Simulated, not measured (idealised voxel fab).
Process module, titled voxel transistor to metal
cross-section cut | 195 nm wide | cells 5 nm
This document writes a cross-section as a grid whose cells are square, and gives it as bands, listed from the top down; one or more rows of cells form a band.
Band: top and bottom heights (nm) first, top before bottom; then materials from left to right, widths in nm. "all across" marks a sole material filling the band edge to edge. "air" denotes empty space.
The reference from which all heights are counted is 0, the level beneath which the as-received wafer is entirely one material; the lowest band, having no lower bound, proceeds downward and is written after the example "0..down".
A two-number width, for instance "30..40", indicates that the width is equal to the first number in the top row of the band and to the second number in the bottom row, and that it changes by a constant amount per row of cells.
When a step is marked "no alterations made", none of the cells in the cross-section changed during that step.
What "Voids, enclosed" gives you is every empty space of 8 cells or more that is cut off from the top. Each appears as width x height at distance, with the distance taken from the left edge and width, height and distance all in nm.
The remark found on a step's line after its settings is issued by the simulator itself and pertains to that step.
The "overlay nm" setting may appear on a step's line; for a step that uses a mask, it gives how far to the right of its planned position the mask lay, and a negative value indicates the left.
What follows is a series of pairs. Each pair shows a cross-section before one process step and the cross-section after it, and the after view is drawn only down to the lowest band that changed. Beneath each pair is the step that lies between the two, with its settings. Pairs may come from different runs of this module on the same starting wafer, so a pair continues from the one above it only where its entry headed "Ex-ante state" says so.

### Ex-ante state
120..85 | lowk (55)  air (15)  lowk (55)  air (15)  lowk (55)
85..80 | SiCN (55)  air (15)  SiCN (55)  air (15)  SiCN (55)
80..60 | lowk (55)  TiN (5)  W (5)  TiN (5)  lowk (55)  TiN (5)  W (5)  TiN (5)  lowk (55)
60..55 | SiN (55)  TiN (15)  SiN (55)  TiN (15)  SiN (55)
55..50 | TiN (60)  Ru (5)  TiN (65)  Ru (5)  TiN (60)
50..40 | SiO2 (55)  TiN (5)  Ru (5)  TiN (5)  SiO2 (55)  TiN (5)  Ru (5)  TiN (5)  SiO2 (55)
40..30 | SiO2 (55)  TiN (5)  Ru (5)  TiN (5)  SiN (10)  SiO2 (5)  SiCN (25)  SiO2 (5)  SiN (10)  TiN (5)  Ru (5)  TiN (5)  SiO2 (55)
30..10 | SiO2 (55)  TiN (5)  Ru (5)  TiN (5)  SiN (10)  SiO2 (5)  polySi (25)  SiO2 (5)  SiN (10)  TiN (5)  Ru (5)  TiN (5)  SiO2 (55)
10..5 | SiO2 (55)  TiN (15)  SiN (10)  SiO2 (5)  polySi (25)  SiO2 (5)  SiN (10)  TiN (15)  SiO2 (55)
5..0 | SiO2 (55)  TiN (5)  SiGe (10)  SiN (10)  SiO2 (5)  polySi (25)  SiO2 (5)  SiN (10)  SiGe (10)  TiN (5)  SiO2 (55)
0..-5 | SiO2 (55)  TiN (5)  SiGe (10)  SiO2 (55)  SiGe (10)  TiN (5)  SiO2 (55)
-5..-15 | SiO2 (55)  SiGe (15)  Si (55)  SiGe (15)  SiO2 (55)
-15..-30 | SiO2 (55)  Si (85)  SiO2 (55)
-30..down | Si all across
Voids, enclosed: none

### Step Result
125..120 | TiN (60)  air (5)  TiN (65)  air (5)  TiN (60)
120..85 | lowk (55)  TiN (5)  air (5)  TiN (5)  lowk (55)  TiN (5)  air (5)  TiN (5)  lowk (55)
85..80 | SiCN (55)  TiN (15)  SiCN (55)  TiN (15)  SiCN (55)
Below 80, the layers are the same as they were.
Voids, enclosed: none
The cross-sections above show the structure before and after this step: CONFORMAL_DEP,material TiN,thk nm 5

Ex-ante state: we pick up right where the pair above leaves off, with its after cross-section.

### Step Result
130..125 | Cu all across
125..120 | TiN (60)  Cu (5)  TiN (65)  Cu (5)  TiN (60)
120..85 | lowk (55)  TiN (5)  Cu (5)  TiN (5)  lowk (55)  TiN (5)  Cu (5)  TiN (5)  lowk (55)
Below 85, the layers are the same as they were.
Voids, enclosed: none
The cross-sections above show the structure before and after this step: FILL_DEP,material Cu,thk nm 5

Ex-ante state: we pick up right where the pair above leaves off, with its after cross-section.

### Step Result
120..85 | lowk (55)  TiN (5)  Cu (5)  TiN (5)  lowk (55)  TiN (5)  Cu (5)  TiN (5)  lowk (55)
Below 85, the layers are the same as they were.
Voids, enclosed: none
The cross-sections above show the structure before and after this step: CMP,height nm 120

Ex-ante state: we pick up right where the pair above leaves off, with its after cross-section.

### Step Result
125..120 | SiCN all across
Below 120, the layers are the same as they were.
Voids, enclosed: none
The cross-sections above show the structure before and after this step: CONFORMAL_DEP,material SiCN,thk nm 5

### Ex-ante state
35..20 | aC all across
20..5 | SiN all across
5..0 | SiO2 all across
0..down | Si all across
Voids, enclosed: none

### Step Result
65..35 | air (55)  resist (90)  air (50)
Below 35, the layers are the same as they were.
Voids, enclosed: none
The cross-sections above show the structure before and after this step: PATTERN,tone cover,mask id ACTIVE,material resist,width nm 90,thk nm 30,overlay nm 0

Ex-ante state: we pick up right where the pair above leaves off, with its after cross-section.

### Step Result
50..35 | air (55)  resist (90)  air (50)
35..20 | air (55)  aC (90)  air (50)
Below 20, the layers are the same as they were.
Voids, enclosed: none
The cross-sections above show the structure before and after this step: DIRECTIONAL_ETCH,etch materials aC,depth nm 15

Ex-ante state: we pick up right where the pair above leaves off, with its after cross-section.

### Step Result
35..20 | air (55)  aC (90)  air (50)
Below 20, the layers are the same as they were.
Voids, enclosed: none
The cross-sections above show the structure before and after this step: STRIP,etch materials resist

Ex-ante state: we pick up right where the pair above leaves off, with its after cross-section.

### Step Result
35..20 | air (55)  aC (90)  air (50)
20..5 | air (55)  SiN (90)  air (50)
Below 5, the layers are the same as they were.
Voids, enclosed: none
The cross-sections above show the structure before and after this step: DIRECTIONAL_ETCH,etch materials SiN,depth nm 15

Ex-ante state: we pick up right where the pair above leaves off, with its after cross-section.

### Step Result
35..20 | air (55)  aC (90)  air (50)
20..5 | air (55)  SiN (90)  air (50)
5..0 | air (55)  SiO2 (90)  air (50)
Below 0, the layers are the same as they were.
Voids, enclosed: none
The cross-sections above show the structure before and after this step: DIRECTIONAL_ETCH,etch materials SiO2,depth nm 5

Ex-ante state: we pick up right where the pair above leaves off, with its after cross-section.

### Step Result
35..20 | air (55)  aC (90)  air (50)
20..5 | air (55)  SiN (90)  air (50)
5..0 | air (55)  SiO2 (90)  air (50)
0..-25 | air (55)  Si (90)  air (50)
Below -25, the layers are the same as they were.
Voids, enclosed: none
The cross-sections above show the structure before and after this step: DIRECTIONAL_ETCH,etch materials Si,depth nm 25

Ex-ante state: we pick up right where the pair above leaves off, with its after cross-section.

### Step Result
20..5 | air (55)  SiN (90)  air (50)
Below 5, the layers are the same as they were.
Voids, enclosed: none
The cross-sections above show the structure before and after this step: STRIP,etch materials aC

Ex-ante state: we pick up right where the pair above leaves off, with its after cross-section.

### Step Result
20..5 | air (55)  SiN (90)  air (50)
5..0 | air (55)  SiO2 (90)  air (50)
0..-25 | air (55)  SiO2 (5)  Si (80)  SiO2 (5)  air (50)
-25..-30 | SiO2 (60)  Si (80)  SiO2 (55)
Below -30, the layers are the same as they were.
Voids, enclosed: none
The cross-sections above show the structure before and after this step: OXIDIZE,depth nm 5

Ex-ante state: we pick up right where the pair above leaves off, with its after cross-section.

### Step Result
30..20 | SiO2 all across
20..5 | SiO2 (55)  SiN (90)  SiO2 (50)
5..0 | SiO2 all across
0..-30 | SiO2 (60)  Si (80)  SiO2 (55)
Below -30, the layers are the same as they were.
Voids, enclosed: none
The cross-sections above show the structure before and after this step: FILL_DEP,material SiO2,thk nm 10

Ex-ante state: we pick up right where the pair above leaves off, with its after cross-section.

### Step Result
20..5 | SiO2 (55)  SiN (90)  SiO2 (50)
Below 5, the layers are the same as they were.
Voids, enclosed: none
The cross-sections above show the structure before and after this step: CMP,height nm 20

Ex-ante state: we pick up right where the pair above leaves off, with its after cross-section.

### Step Result
20..5 | air (55)  SiN (90)  air (50)
Below 5, the layers are the same as they were.
Voids, enclosed: none
The cross-sections above show the structure before and after this step: SELECTIVE_ETCH,etch materials SiO2,depth nm 15

Ex-ante state: we pick up right where the pair above leaves off, with its after cross-section.

### Step Result
5..0 | SiO2 all across
Below 0, the layers are the same as they were.
Voids, enclosed: none
The cross-sections above show the structure before and after this step: STRIP,etch materials SiN

Ex-ante state: we pick up right where the pair above leaves off, with its after cross-section.

### Step Result
0..-30 | SiO2 (60)  Si (80)  SiO2 (55)
Below -30, the layers are the same as they were.
Voids, enclosed: none
The cross-sections above show the structure before and after this step: SELECTIVE_ETCH,etch materials SiO2,depth nm 5

Ex-ante state: we pick up right where the pair above leaves off, with its after cross-section.

### Step Result
0..-5 | SiO2 all across
Below -5, the layers are the same as they were.
Voids, enclosed: none
The cross-sections above show the structure before and after this step: OXIDIZE,depth nm 5

Ex-ante state: we pick up right where the pair above leaves off, with its after cross-section.

### Step Result
30..0 | polySi all across
Below 0, the layers are the same as they were.
Voids, enclosed: none
The cross-sections above show the structure before and after this step: DIRECTIONAL_DEP,material polySi,thk nm 30

Ex-ante state: we pick up right where the pair above leaves off, with its after cross-section.

### Step Result
40..30 | SiCN all across
Below 30, the layers are the same as they were.
Voids, enclosed: none
The cross-sections above show the structure before and after this step: DIRECTIONAL_DEP,material SiCN,thk nm 10

Ex-ante state: we pick up right where the pair above leaves off, with its after cross-section.

### Step Result
40..30 | air (85)  SiCN (25)  air (85)
Below 30, the layers are the same as they were.
Voids, enclosed: none
The cross-sections above show the structure before and after this step: MASKED_ETCH,tone cover,mask id GATE,width nm 25,etch materials SiCN,depth nm 20,overlay nm 0

Ex-ante state: we pick up right where the pair above leaves off, with its after cross-section.

### Step Result
40..30 | air (85)  SiCN (25)  air (85)
30..0 | air (85)  polySi (25)  air (85)
Below 0, the layers are the same as they were.
Voids, enclosed: none
The cross-sections above show the structure before and after this step: MASKED_ETCH,tone cover,mask id GATE,width nm 25,etch materials polySi,depth nm 40,overlay nm 0

Ex-ante state: we pick up right where the pair above leaves off, with its after cross-section.

### Step Result
45..40 | air (80)  SiO2 (35)  air (80)
40..30 | air (80)  SiO2 (5)  SiCN (25)  SiO2 (5)  air (80)
30..5 | air (80)  SiO2 (5)  polySi (25)  SiO2 (5)  air (80)
5..0 | SiO2 (85)  polySi (25)  SiO2 (85)
Below 0, the layers are the same as they were.
Voids, enclosed: none
The cross-sections above show the structure before and after this step: CONFORMAL_DEP,material SiO2,thk nm 5

Ex-ante state: we pick up right where the pair above leaves off, with its after cross-section.

### Step Result
40..30 | air (80)  SiO2 (5)  SiCN (25)  SiO2 (5)  air (80)
30..0 | air (80)  SiO2 (5)  polySi (25)  SiO2 (5)  air (80)
Below 0, the layers are the same as they were.
Voids, enclosed: none
The cross-sections above show the structure before and after this step: DIRECTIONAL_ETCH,etch materials SiO2,depth nm 5

Ex-ante state: we pick up right where the pair above leaves off, with its after cross-section.

### Step Result
50..40 | air (70)  SiN (55)  air (70)
40..30 | air (70)  SiN (10)  SiO2 (5)  SiCN (25)  SiO2 (5)  SiN (10)  air (70)
30..10 | air (70)  SiN (10)  SiO2 (5)  polySi (25)  SiO2 (5)  SiN (10)  air (70)
10..0 | SiN (80)  SiO2 (5)  polySi (25)  SiO2 (5)  SiN (80)
Below 0, the layers are the same as they were.
Voids, enclosed: none
The cross-sections above show the structure before and after this step: CONFORMAL_DEP,material SiN,thk nm 10

Ex-ante state: we pick up right where the pair above leaves off, with its after cross-section.

### Step Result
40..30 | air (70)  SiN (10)  SiO2 (5)  SiCN (25)  SiO2 (5)  SiN (10)  air (70)
30..0 | air (70)  SiN (10)  SiO2 (5)  polySi (25)  SiO2 (5)  SiN (10)  air (70)
Below 0, the layers are the same as they were.
Voids, enclosed: none
The cross-sections above show the structure before and after this step: DIRECTIONAL_ETCH,etch materials SiN,depth nm 10

Ex-ante state: we pick up right where the pair above leaves off, with its after cross-section.

### Step Result
40..35 | air (70)  SiN (10)  air (5)  SiCN (25)  air (5)  SiN (10)  air (70)
35..30 | air (70)  SiN (10)  SiO2 (5)  SiCN (25)  SiO2 (5)  SiN (10)  air (70)
30..0 | air (70)  SiN (10)  SiO2 (5)  polySi (25)  SiO2 (5)  SiN (10)  air (70)
0..-5 | air (70)  SiO2 (55)  air (70)
Below -5, the layers are the same as they were.
Voids, enclosed: none
The cross-sections above show the structure before and after this step: DIRECTIONAL_ETCH,etch materials SiO2,depth nm 5

Ex-ante state: we pick up right where the pair above leaves off, with its after cross-section.

### Step Result
40..35 | air (70)  SiN (10)  air (5)  SiCN (25)  air (5)  SiN (10)  air (70)
35..30 | air (70)  SiN (10)  SiO2 (5)  SiCN (25)  SiO2 (5)  SiN (10)  air (70)
30..0 | air (70)  SiN (10)  SiO2 (5)  polySi (25)  SiO2 (5)  SiN (10)  air (70)
0..-5 | air (70)  SiO2 (55)  air (70)
-5..-15 | SiO2 (60)  air (10)  Si (55)  air (15)  SiO2 (55)
Below -15, the layers are the same as they were.
Voids, enclosed: none
The cross-sections above show the structure before and after this step: DIRECTIONAL_ETCH,etch materials Si,depth nm 10

Ex-ante state: we pick up right where the pair above leaves off, with its after cross-section.

### Step Result
40..35 | air (70)  SiN (10)  air (5)  SiCN (25)  air (5)  SiN (10)  air (70)
35..30 | air (70)  SiN (10)  SiO2 (5)  SiCN (25)  SiO2 (5)  SiN (10)  air (70)
30..5 | air (70)  SiN (10)  SiO2 (5)  polySi (25)  SiO2 (5)  SiN (10)  air (70)
5..0 | air (60)  SiGe (10)  SiN (10)  SiO2 (5)  polySi (25)  SiO2 (5)  SiN (10)  SiGe (10)  air (60)
0..-5 | air (60)  SiGe (10)  SiO2 (55)  SiGe (10)  air (60)
-5..-15 | SiO2 (60)  SiGe (10)  Si (55)  SiGe (15)  SiO2 (55)
Below -15, the layers are the same as they were.
Voids, enclosed: none
The cross-sections above show the structure before and after this step: EPI,material SiGe,thk nm 10

Ex-ante state: we pick up right where the pair above leaves off, with its after cross-section.

### Step Result
45..40 | SiO2 all across
40..30 | SiO2 (70)  SiN (10)  SiO2 (5)  SiCN (25)  SiO2 (5)  SiN (10)  SiO2 (70)
30..5 | SiO2 (70)  SiN (10)  SiO2 (5)  polySi (25)  SiO2 (5)  SiN (10)  SiO2 (70)
5..0 | SiO2 (60)  SiGe (10)  SiN (10)  SiO2 (5)  polySi (25)  SiO2 (5)  SiN (10)  SiGe (10)  SiO2 (60)
0..-5 | SiO2 (60)  SiGe (10)  SiO2 (55)  SiGe (10)  SiO2 (60)
Below -5, the layers are the same as they were.
Voids, enclosed: none
The cross-sections above show the structure before and after this step: FILL_DEP,material SiO2,thk nm 5

Ex-ante state: we pick up right where the pair above leaves off, with its after cross-section.

### Step Result
40..30 | SiO2 (70)  SiN (10)  SiO2 (5)  SiCN (25)  SiO2 (5)  SiN (10)  SiO2 (70)
Below 30, the layers are the same as they were.
Voids, enclosed: none
The cross-sections above show the structure before and after this step: CMP,height nm 40

Ex-ante state: we pick up right where the pair above leaves off, with its after cross-section.

### Step Result
55..40 | SiO2 all across
Below 40, the layers are the same as they were.
Voids, enclosed: none
The cross-sections above show the structure before and after this step: DIRECTIONAL_DEP,material SiO2,thk nm 15

Ex-ante state: we pick up right where the pair above leaves off, with its after cross-section.

### Step Result
65..55 | aC all across
Below 55, the layers are the same as they were.
Voids, enclosed: none
The cross-sections above show the structure before and after this step: DIRECTIONAL_DEP,material aC,thk nm 10

Ex-ante state: we pick up right where the pair above leaves off, with its after cross-section.

### Step Result
90..65 | resist (55)  air (15)  resist (55)  air (15)  resist (55)
Below 65, the layers are the same as they were.
Voids, enclosed: none
The cross-sections above show the structure before and after this step: PATTERN,tone open,mask id CONTACT,material resist,width nm 15,pitch nm 70,thk nm 25,overlay nm 0

Ex-ante state: we pick up right where the pair above leaves off, with its after cross-section.

### Step Result
80..65 | resist (55)  air (15)  resist (55)  air (15)  resist (55)
65..55 | aC (55)  air (15)  aC (55)  air (15)  aC (55)
Below 55, the layers are the same as they were.
Voids, enclosed: none
The cross-sections above show the structure before and after this step: DIRECTIONAL_ETCH,etch materials aC,depth nm 10

Ex-ante state: we pick up right where the pair above leaves off, with its after cross-section.

### Step Result
65..55 | aC (55)  air (15)  aC (55)  air (15)  aC (55)
Below 55, the layers are the same as they were.
Voids, enclosed: none
The cross-sections above show the structure before and after this step: STRIP,etch materials resist

Ex-ante state: we pick up right where the pair above leaves off, with its after cross-section.

### Step Result
65..55 | aC (55)  air (15)  aC (55)  air (15)  aC (55)
55..40 | SiO2 (55)  air (15)  SiO2 (55)  air (15)  SiO2 (55)
40..30 | SiO2 (55)  air (15)  SiN (10)  SiO2 (5)  SiCN (25)  SiO2 (5)  SiN (10)  air (15)  SiO2 (55)
30..5 | SiO2 (55)  air (15)  SiN (10)  SiO2 (5)  polySi (25)  SiO2 (5)  SiN (10)  air (15)  SiO2 (55)
5..0 | SiO2 (55)  air (5)  SiGe (10)  SiN (10)  SiO2 (5)  polySi (25)  SiO2 (5)  SiN (10)  SiGe (10)  air (5)  SiO2 (55)
0..-5 | SiO2 (55)  air (5)  SiGe (10)  SiO2 (55)  SiGe (10)  air (5)  SiO2 (55)
Below -5, the layers are the same as they were.
Voids, enclosed: none
The cross-sections above show the structure before and after this step: DIRECTIONAL_ETCH,etch materials SiO2,depth nm 60

Ex-ante state: we pick up right where the pair above leaves off, with its after cross-section.

### Step Result
55..40 | SiO2 (55)  air (15)  SiO2 (55)  air (15)  SiO2 (55)
Below 40, the layers are the same as they were.
Voids, enclosed: none
The cross-sections above show the structure before and after this step: STRIP,etch materials aC

Ex-ante state: we pick up right where the pair above leaves off, with its after cross-section.

### Step Result
60..55 | TiN (60)  air (5)  TiN (65)  air (5)  TiN (60)
55..40 | SiO2 (55)  TiN (5)  air (5)  TiN (5)  SiO2 (55)  TiN (5)  air (5)  TiN (5)  SiO2 (55)
40..30 | SiO2 (55)  TiN (5)  air (5)  TiN (5)  SiN (10)  SiO2 (5)  SiCN (25)  SiO2 (5)  SiN (10)  TiN (5)  air (5)  TiN (5)  SiO2 (55)
30..10 | SiO2 (55)  TiN (5)  air (5)  TiN (5)  SiN (10)  SiO2 (5)  polySi (25)  SiO2 (5)  SiN (10)  TiN (5)  air (5)  TiN (5)  SiO2 (55)
10..5 | SiO2 (55)  TiN (15)  SiN (10)  SiO2 (5)  polySi (25)  SiO2 (5)  SiN (10)  TiN (15)  SiO2 (55)
5..0 | SiO2 (55)  TiN (5)  SiGe (10)  SiN (10)  SiO2 (5)  polySi (25)  SiO2 (5)  SiN (10)  SiGe (10)  TiN (5)  SiO2 (55)
0..-5 | SiO2 (55)  TiN (5)  SiGe (10)  SiO2 (55)  SiGe (10)  TiN (5)  SiO2 (55)
Below -5, the layers are the same as they were.
Voids, enclosed: none
The cross-sections above show the structure before and after this step: CONFORMAL_DEP,material TiN,thk nm 5

Ex-ante state: we pick up right where the pair above leaves off, with its after cross-section.

### Step Result
65..60 | Ru all across
60..55 | TiN (60)  Ru (5)  TiN (65)  Ru (5)  TiN (60)
55..40 | SiO2 (55)  TiN (5)  Ru (5)  TiN (5)  SiO2 (55)  TiN (5)  Ru (5)  TiN (5)  SiO2 (55)
40..30 | SiO2 (55)  TiN (5)  Ru (5)  TiN (5)  SiN (10)  SiO2 (5)  SiCN (25)  SiO2 (5)  SiN (10)  TiN (5)  Ru (5)  TiN (5)  SiO2 (55)
30..10 | SiO2 (55)  TiN (5)  Ru (5)  TiN (5)  SiN (10)  SiO2 (5)  polySi (25)  SiO2 (5)  SiN (10)  TiN (5)  Ru (5)  TiN (5)  SiO2 (55)
Below 10, the layers are the same as they were.
Voids, enclosed: none
The cross-sections above show the structure before and after this step: FILL_DEP,material Ru,thk nm 5

Ex-ante state: we pick up right where the pair above leaves off, with its after cross-section.

### Step Result
55..40 | SiO2 (55)  TiN (5)  Ru (5)  TiN (5)  SiO2 (55)  TiN (5)  Ru (5)  TiN (5)  SiO2 (55)
Below 40, the layers are the same as they were.
Voids, enclosed: none
The cross-sections above show the structure before and after this step: CMP,height nm 55

Ex-ante state: we pick up right where the pair above leaves off, with its after cross-section.

### Step Result
60..55 | SiN all across
Below 55, the layers are the same as they were.
Voids, enclosed: none
The cross-sections above show the structure before and after this step: CONFORMAL_DEP,material SiN,thk nm 5

Ex-ante state: we pick up right where the pair above leaves off, with its after cross-section.

### Step Result
80..60 | lowk all across
Below 60, the layers are the same as they were.
Voids, enclosed: none
The cross-sections above show the structure before and after this step: DIRECTIONAL_DEP,material lowk,thk nm 20

Ex-ante state: we pick up right where the pair above leaves off, with its after cross-section.

### Step Result
100..80 | resist (55)  air (15)  resist (55)  air (15)  resist (55)
Below 80, the layers are the same as they were.
Voids, enclosed: none
The cross-sections above show the structure before and after this step: PATTERN,tone open,mask id METAL_1,material resist,width nm 15,pitch nm 70,thk nm 20,overlay nm 0

Ex-ante state: we pick up right where the pair above leaves off, with its after cross-section.

### Step Result
100..80 | resist (55)  air (15)  resist (55)  air (15)  resist (55)
80..60 | lowk (55)  air (15)  lowk (55)  air (15)  lowk (55)
Below 60, the layers are the same as they were.
Voids, enclosed: none
The cross-sections above show the structure before and after this step: DIRECTIONAL_ETCH,etch materials lowk,depth nm 20

Ex-ante state: we pick up right where the pair above leaves off, with its after cross-section.

### Step Result
100..80 | resist (55)  air (15)  resist (55)  air (15)  resist (55)
80..60 | lowk (55)  air (15)  lowk (55)  air (15)  lowk (55)
60..55 | SiN (55)  air (15)  SiN (55)  air (15)  SiN (55)
Below 55, the layers are the same as they were.
Voids, enclosed: none
The cross-sections above show the structure before and after this step: DIRECTIONAL_ETCH,etch materials SiN,depth nm 5

Ex-ante state: we pick up right where the pair above leaves off, with its after cross-section.

### Step Result
80..60 | lowk (55)  air (15)  lowk (55)  air (15)  lowk (55)
Below 60, the layers are the same as they were.
Voids, enclosed: none
The cross-sections above show the structure before and after this step: STRIP,etch materials resist

Ex-ante state: we pick up right where the pair above leaves off, with its after cross-section.

### Step Result
85..80 | TiN (60)  air (5)  TiN (65)  air (5)  TiN (60)
80..60 | lowk (55)  TiN (5)  air (5)  TiN (5)  lowk (55)  TiN (5)  air (5)  TiN (5)  lowk (55)
60..55 | SiN (55)  TiN (15)  SiN (55)  TiN (15)  SiN (55)
Below 55, the layers are the same as they were.
Voids, enclosed: none
The cross-sections above show the structure before and after this step: CONFORMAL_DEP,material TiN,thk nm 5

Ex-ante state: we pick up right where the pair above leaves off, with its after cross-section.

### Step Result
95..85 | W all across
85..80 | TiN (60)  W (5)  TiN (65)  W (5)  TiN (60)
80..60 | lowk (55)  TiN (5)  W (5)  TiN (5)  lowk (55)  TiN (5)  W (5)  TiN (5)  lowk (55)
Below 60, the layers are the same as they were.
Voids, enclosed: none
The cross-sections above show the structure before and after this step: FILL_DEP,material W,thk nm 10

Ex-ante state: we pick up right where the pair above leaves off, with its after cross-section.

### Step Result
80..60 | lowk (55)  TiN (5)  W (5)  TiN (5)  lowk (55)  TiN (5)  W (5)  TiN (5)  lowk (55)
Below 60, the layers are the same as they were.
Voids, enclosed: none
The cross-sections above show the structure before and after this step: CMP,height nm 80

Ex-ante state: we pick up right where the pair above leaves off, with its after cross-section.

### Step Result
85..80 | SiCN all across
Below 80, the layers are the same as they were.
Voids, enclosed: none
The cross-sections above show the structure before and after this step: CONFORMAL_DEP,material SiCN,thk nm 5

Ex-ante state: we pick up right where the pair above leaves off, with its after cross-section.

### Step Result
120..85 | lowk all across
Below 85, the layers are the same as they were.
Voids, enclosed: none
The cross-sections above show the structure before and after this step: DIRECTIONAL_DEP,material lowk,thk nm 35

Ex-ante state: we pick up right where the pair above leaves off, with its after cross-section.

### Step Result
135..120 | resist (55)  air (15)  resist (55)  air (15)  resist (55)
Below 120, the layers are the same as they were.
Voids, enclosed: none
The cross-sections above show the structure before and after this step: PATTERN,tone open,mask id METAL_2,material resist,width nm 15,pitch nm 70,thk nm 15,overlay nm 0

Ex-ante state: we pick up right where the pair above leaves off, with its after cross-section.

### Step Result
135..120 | resist (55)  air (15)  resist (55)  air (15)  resist (55)
120..100 | lowk (55)  air (15)  lowk (55)  air (15)  lowk (55)
Below 100, the layers are the same as they were.
Voids, enclosed: none
The cross-sections above show the structure before and after this step: DIRECTIONAL_ETCH,etch materials lowk,depth nm 20

Ex-ante state: we pick up right where the pair above leaves off, with its after cross-section.

### Step Result
120..100 | lowk (55)  air (15)  lowk (55)  air (15)  lowk (55)
Below 100, the layers are the same as they were.
Voids, enclosed: none
The cross-sections above show the structure before and after this step: STRIP,etch materials resist

Ex-ante state: we pick up right where the pair above leaves off, with its after cross-section.

### Step Result
140..120 | resist (55)  air (15)  resist (55)  air (15)  resist (55)
Below 120, the layers are the same as they were.
Voids, enclosed: none
The cross-sections above show the structure before and after this step: PATTERN,tone open,mask id METAL_2_HOLES,material resist,width nm 15,pitch nm 70,thk nm 20,overlay nm 0

Ex-ante state: we pick up right where the pair above leaves off, with its after cross-section.

### Step Result
140..120 | resist (55)  air (15)  resist (55)  air (15)  resist (55)
120..85 | lowk (55)  air (15)  lowk (55)  air (15)  lowk (55)
Below 85, the layers are the same as they were.
Voids, enclosed: none
The cross-sections above show the structure before and after this step: DIRECTIONAL_ETCH,etch materials lowk,depth nm 15

Ex-ante state: we pick up right where the pair above leaves off, with its after cross-section.

### Step Result
140..120 | resist (55)  air (15)  resist (55)  air (15)  resist (55)
120..85 | lowk (55)  air (15)  lowk (55)  air (15)  lowk (55)
85..80 | SiCN (55)  air (15)  SiCN (55)  air (15)  SiCN (55)
Below 80, the layers are the same as they were.
Voids, enclosed: none
The cross-sections above show the structure before and after this step: DIRECTIONAL_ETCH,etch materials SiCN,depth nm 5

Ex-ante state: we pick up right where the pair above leaves off, with its after cross-section.

### Step Result
120..85 | lowk (55)  air (15)  lowk (55)  air (15)  lowk (55)
Below 85, the layers are the same as they were.
Voids, enclosed: none
The cross-sections above show the structure before and after this step: STRIP,etch materials resist

Ex-ante state: we pick up right where the pair above leaves off, with its after cross-section.

### Step Result
125..120 | TiN (60)  air (5)  TiN (65)  air (5)  TiN (60)
120..85 | lowk (55)  TiN (5)  air (5)  TiN (5)  lowk (55)  TiN (5)  air (5)  TiN (5)  lowk (55)
85..80 | SiCN (55)  TiN (15)  SiCN (55)  TiN (15)  SiCN (55)
Below 80, the layers are the same as they were.
Voids, enclosed: none
The cross-sections above show the structure before and after this step: CONFORMAL_DEP,material TiN,thk nm 5

Ex-ante state: we pick up right where the pair above leaves off, with its after cross-section.

### Step Result
130..125 | Cu all across
125..120 | TiN (60)  Cu (5)  TiN (65)  Cu (5)  TiN (60)
120..85 | lowk (55)  TiN (5)  Cu (5)  TiN (5)  lowk (55)  TiN (5)  Cu (5)  TiN (5)  lowk (55)
Below 85, the layers are the same as they were.
Voids, enclosed: none
The cross-sections above show the structure before and after this step: FILL_DEP,material Cu,thk nm 5

Ex-ante state: we pick up right where the pair above leaves off, with its after cross-section.

### Step Result
120..85 | lowk (55)  TiN (5)  Cu (5)  TiN (5)  lowk (55)  TiN (5)  Cu (5)  TiN (5)  lowk (55)
Below 85, the layers are the same as they were.
Voids, enclosed: none
The cross-sections above show the structure before and after this step: CMP,height nm 120

Ex-ante state: we pick up right where the pair above leaves off, with its after cross-section.

### Step Result
125..120 | SiCN all across
Below 120, the layers are the same as they were.
Voids, enclosed: none
The cross-sections above show the structure before and after this step: CONFORMAL_DEP,material SiCN,thk nm 5

### Ex-ante state
120..85 | lowk all across
85..80 | SiCN all across
80..60 | lowk (55)  TiN (5)  W (5)  TiN (5)  lowk (55)  TiN (5)  W (5)  TiN (5)  lowk (55)
60..55 | SiN (55)  TiN (15)  SiN (55)  TiN (15)  SiN (55)
55..40 | SiO2 (55)  TiN (5)  Ru (5)  TiN (5)  SiO2 (55)  TiN (5)  Ru (5)  TiN (5)  SiO2 (55)
40..30 | SiO2 (55)  TiN (5)  Ru (5)  TiN (5)  SiN (10)  SiO2 (5)  SiCN (25)  SiO2 (5)  SiN (10)  TiN (5)  Ru (5)  TiN (5)  SiO2 (55)
30..10 | SiO2 (55)  TiN (5)  Ru (5)  TiN (5)  SiN (10)  SiO2 (5)  polySi (25)  SiO2 (5)  SiN (10)  TiN (5)  Ru (5)  TiN (5)  SiO2 (55)
10..5 | SiO2 (55)  TiN (15)  SiN (10)  SiO2 (5)  polySi (25)  SiO2 (5)  SiN (10)  TiN (15)  SiO2 (55)
5..0 | SiO2 (55)  TiN (5)  SiGe (10)  SiN (10)  SiO2 (5)  polySi (25)  SiO2 (5)  SiN (10)  SiGe (10)  TiN (5)  SiO2 (55)
0..-5 | SiO2 (55)  TiN (5)  SiGe (10)  SiO2 (55)  SiGe (10)  TiN (5)  SiO2 (55)
-5..-15 | SiO2 (55)  SiGe (15)  Si (55)  SiGe (15)  SiO2 (55)
-15..-30 | SiO2 (55)  Si (85)  SiO2 (55)
-30..down | Si all across
Voids, enclosed: none

### Step Result
135..120 | resist (50)  air (15)  resist (55)  air (15)  resist (60)
Below 120, the layers are the same as they were.
Voids, enclosed: none
The cross-sections above show the structure before and after this step: PATTERN,tone open,mask id METAL_2,material resist,width nm 15,pitch nm 70,thk nm 15,overlay nm -5

Ex-ante state: we pick up right where the pair above leaves off, with its after cross-section.

### Step Result
135..120 | resist (50)  air (15)  resist (55)  air (15)  resist (60)
120..100 | lowk (50)  air (15)  lowk (55)  air (15)  lowk (60)
Below 100, the layers are the same as they were.
Voids, enclosed: none
The cross-sections above show the structure before and after this step: DIRECTIONAL_ETCH,etch materials lowk,depth nm 20

Ex-ante state: we pick up right where the pair above leaves off, with its after cross-section.

### Step Result
120..100 | lowk (50)  air (15)  lowk (55)  air (15)  lowk (60)
Below 100, the layers are the same as they were.
Voids, enclosed: none
The cross-sections above show the structure before and after this step: STRIP,etch materials resist

Ex-ante state: we pick up right where the pair above leaves off, with its after cross-section.

### Step Result
140..120 | resist (55)  air (15)  resist (55)  air (15)  resist (55)
120..100 | lowk (50)  resist (5)  air (10)  lowk (55)  resist (5)  air (10)  lowk (60)
Below 100, the layers are the same as they were.
Voids, enclosed: none
The cross-sections above show the structure before and after this step: PATTERN,tone open,mask id METAL_2_HOLES,material resist,width nm 15,pitch nm 70,thk nm 20,overlay nm 0
